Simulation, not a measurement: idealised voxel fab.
Process module, titled voxel self aligned vias
Section cut is 170 nm wide and gridded with 5 nm square cells.
Cross-section layout: square cells on a grid; listed as bands, top to bottom; a band spans one or more cell rows.
Read a band's entry like this: the first values are the height of its top and the height of its bottom in nm, and what follows is the sequence of materials from left to right, each with its width in nm. Note that "air" is empty space, and that a single material marked "all across" reaches across the band from edge to edge.
Ref level 0: as-received wafer is one material below here. Bottom band extends down with no lower bound ("z 0 and below").
The two numbers in a width such as "30..40" mark its ends across the band: the first belongs to the top row of cells, the second to the bottom row, and from each row to the next the width moves by the same amount.
Reading "no modifications" for a step: not a cell of the cross-section changed in it.
"Completely sealed voids": empty spaces of 8 cells or more with no open way to the top, each given as width x height at distance, distance from the left edge, all in nm.
Read whatever lies past the settings on a step's line as the simulator's own remark about the step.
Among the settings permitted on a step's line is "overlay nm"; applied to a step with a mask, it specifies the extent to which the mask lay to the right of its planned position, whereas a negative figure signifies a position to the left.
-- The steps planned for the process are as follows
| 1 | RECEIVE (material Si) |
| 2 | CONFORMAL_DEP (material SiO2; thk nm 10) |
| 3 | CONFORMAL_DEP (material SiCN; thk nm 5) |
| 4 | DIRECTIONAL_DEP (material SiO2; thk nm 30) |
| 5 | DIRECTIONAL_DEP (material aC; thk nm 10) |
| 6 | PATTERN (tone open; mask id LINES; material resist; width nm 20; pitch nm 45; thk nm 25; overlay nm 0) |
| 7 | DIRECTIONAL_ETCH (etch materials aC; depth nm 10) |
| 8 | STRIP (etch materials resist) |
| 9 | DIRECTIONAL_ETCH (etch materials SiO2; depth nm 30) |
| 10 | STRIP (etch materials aC) |
| 11 | CONFORMAL_DEP (material TiN; thk nm 5) |
| 12 | FILL_DEP (material W; thk nm 10) |
| 13 | CMP (height nm 45) |
| 14 | SELECTIVE_ETCH (etch materials W Ru TiN; depth nm 10) |
| 15 | FILL_DEP (material SiN; thk nm 10) |
| 16 | CMP (height nm 45) |
| 17 | DIRECTIONAL_DEP (material SiO2; thk nm 15) |
| 18 | PATTERN (tone open; mask id VIAS; material resist; width nm 30; pitch nm 45; thk nm 15; overlay nm 0) |
| 19 | DIRECTIONAL_ETCH (etch materials SiO2; depth nm 15) |
| 20 | DIRECTIONAL_ETCH (etch materials SiN; depth nm 10) |
| 21 | STRIP (etch materials resist) |
| 22 | CONFORMAL_DEP (material TiN; thk nm 5) |
| 23 | FILL_DEP (material W; thk nm 5) |
| 24 | CMP (height nm 60) |
| 25 | CONFORMAL_DEP (material SiCN; thk nm 5) |
-- Incoming wafer in cross-section (state: after step 1)
  z 0 and below  Si all across
  Completely sealed voids: none
-- The first of two wafers, cross-sectioned at the end of the module, with the run proceeding as planned
  z 65 to 60  SiCN all across
  z 60 to 50  45 of SiO2, then 5 of TiN, then 20 of W, then 5 of TiN, then 15 of SiO2, then 5 of TiN, then 20 of W, then 5 of TiN, then 50 of SiO2
  z 50 to 40  45..50 of SiO2, then 10..5 of TiN, then 10 of W, then 10..5 of TiN, then 15..25 of SiO2, then 10..5 of TiN, then 10 of W, then 10..5 of TiN, then 50..55 of SiO2
  z 40 to 35  50 of SiO2, then 20 of TiN, then 25 of SiO2, then 20 of TiN, then 55 of SiO2
  z 35 to 20  50 of SiO2, then 5 of TiN, then 10 of W, then 5 of TiN, then 25 of SiO2, then 5 of TiN, then 10 of W, then 5 of TiN, then 55 of SiO2
  z 20 to 15  50 of SiO2, then 20 of TiN, then 25 of SiO2, then 20 of TiN, then 55 of SiO2
  z 15 to 10  SiCN all across
  z 10 to 0  SiO2 all across
  z 0 and below  Si all across
  Completely sealed voids: none
-- Second of two wafers, module complete, sectioned: it shares the first wafer's start and plan but was run with one mistake
  z 65 to 60  SiCN all across
  z 60 to 40  50 of SiO2, then 5 of TiN, then 10 of W, then 5 of TiN, then 25 of SiO2, then 5 of TiN, then 10 of W, then 5 of TiN, then 55 of SiO2
  z 40 to 35  50 of SiO2, then 20 of TiN, then 25 of SiO2, then 20 of TiN, then 55 of SiO2
  z 35 to 20  50 of SiO2, then 5 of TiN, then 10 of W, then 5 of TiN, then 25 of SiO2, then 5 of TiN, then 10 of W, then 5 of TiN, then 55 of SiO2
  z 20 to 15  50 of SiO2, then 20 of TiN, then 25 of SiO2, then 20 of TiN, then 55 of SiO2
  z 15 to 10  SiCN all across
  z 10 to 0  SiO2 all across
  z 0 and below  Si all across
  Completely sealed voids: none
What was done differently from what was planned? planned and actual differ for step 18; actual: PATTERN (tone open; mask id VIAS; material resist; width nm 20; pitch nm 45; thk nm 15; overlay nm 0)
Count the cells at the end and the second wafer has more or fewer of some materials than the first: +12 SiO2, -4 TiN, -8 W
